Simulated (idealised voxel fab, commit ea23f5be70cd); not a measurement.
A process module follows: voxel capacitor over wiring.
The figure presents cross-section cut, which has a width of 235 nm and is divided into square cells with an edge length of 5 nm.
For the purposes of this document, a cross-section shall be understood as a grid of square cells, specified as bands listed in top-to-bottom order, each band consisting of one or more rows of cells.
In this notation a band is specified by the heights of its top and bottom, in that order and in nm, after which its materials appear from left to right, each paired with its width in nm. The word "all across" attached to a single material means that material fills the band from edge to edge; the word "empty" stands for empty space.
Heads up on the height convention: 0 is the point under which the incoming wafer is all one material, and the lowest band has no bottom, it just keeps going down, like "0 nm and below".
You'd read "30..40" like this: the band's top row of cells is as wide as the first number, its bottom row is as wide as the second, and going down, every row changes width by the same amount as the row before did.
"left unchanged" for a step: no cell of the cross-section changed in that step.
Entry "Unvented voids" = empty spaces >= 8 cells with no open way to the top; each as width x height at distance, distance from left edge, all nm.
Whatever follows a step's settings on its line is a remark the simulator itself makes about that step.
"overlay nm" answers the question of how far to the right of plan the mask lay on a step that has a mask, and when it is negative the answer is to the left.
# Below is the list of planned process steps
1 RECEIVE: material Si
2 CONFORMAL_DEP: material SiO2, thk nm 15
3 DIRECTIONAL_DEP: material TiN, thk nm 5
4 DIRECTIONAL_DEP: material Ru, thk nm 20
5 DIRECTIONAL_DEP: material aC, thk nm 10
6 PATTERN: tone cover, mask id METAL_1, material resist, width nm 20, pitch nm 90, thk nm 30, overlay nm 0
7 DIRECTIONAL_ETCH: etch materials aC, depth nm 10
8 STRIP: etch materials resist
9 DIRECTIONAL_ETCH: etch materials Ru, depth nm 20
10 DIRECTIONAL_ETCH: etch materials TiN, depth nm 5
11 STRIP: etch materials aC
12 FILL_DEP: material SiO2, thk nm 10
13 CMP: height nm 40
14 CONFORMAL_DEP: material SiCN, thk nm 5
15 DIRECTIONAL_DEP: material lowk, thk nm 15
16 MASKED_ETCH: tone open, mask id PLUG_1, width nm 15, etch materials lowk, depth nm 15, overlay nm 0
17 MASKED_ETCH: tone open, mask id PLUG_1, width nm 15, etch materials SiCN, depth nm 5, overlay nm 0
18 CONFORMAL_DEP: material TiN, thk nm 5
19 FILL_DEP: material Ru, thk nm 10
20 CMP: height nm 60
21 DIRECTIONAL_DEP: material TiN, thk nm 10
22 DIRECTIONAL_DEP: material Al2O3, thk nm 5
23 DIRECTIONAL_DEP: material TiN, thk nm 5
24 PATTERN: tone cover, mask id UPPER_PLATE, material resist, width nm 75, thk nm 20, overlay nm 0
25 DIRECTIONAL_ETCH: etch materials TiN, depth nm 5
26 DIRECTIONAL_ETCH: etch materials Al2O3, depth nm 5
27 STRIP: etch materials resist
28 PATTERN: tone cover, mask id LOWER_PLATE, material resist, width nm 85, thk nm 15, overlay nm 0
29 DIRECTIONAL_ETCH: etch materials TiN, depth nm 10
30 STRIP: etch materials resist
31 FILL_DEP: material SiO2, thk nm 15
32 CMP: height nm 90
33 MASKED_ETCH: tone open, mask id PLUG_2, width nm 15, etch materials SiO2, depth nm 10, overlay nm 0
34 CONFORMAL_DEP: material TiN, thk nm 5
35 FILL_DEP: material Ru, thk nm 10
36 CMP: height nm 90
37 CONFORMAL_DEP: material SiN, thk nm 5
# Here's what the wafer looked like in cross-section when it arrived - that's after step 1
0 nm and below | Si all across
Unvented voids: none
# The plan above was carried out on the starting structure above with one mistake, and this cross-section shows the wafer at the end of the module
95 nm to 90 nm | SiN all across
90 nm to 85 nm | SiO2 75, TiN 5, Ru 5, TiN 5, SiO2 145
85 nm to 75 nm | SiO2 75..65, TiN 15..75, SiO2 145..95
75 nm to 70 nm | SiO2 65, Al2O3 75, SiO2 95
70 nm to 60 nm | SiO2 60, TiN 85, SiO2 90
60 nm to 45 nm | lowk 65, TiN 5, Ru 5, TiN 5, lowk 155
45 nm to 40 nm | SiCN 65, TiN 15, SiCN 155
40 nm to 35 nm | SiO2 all across
35 nm to 15 nm | SiO2 60, Ru 20, SiO2 70, Ru 20, SiO2 65
15 nm to 0 nm | SiO2 all across
0 nm and below | Si all across
Unvented voids: none
Nonconformance to the process plan: yeah, step 3 of the plan got skipped, never ran
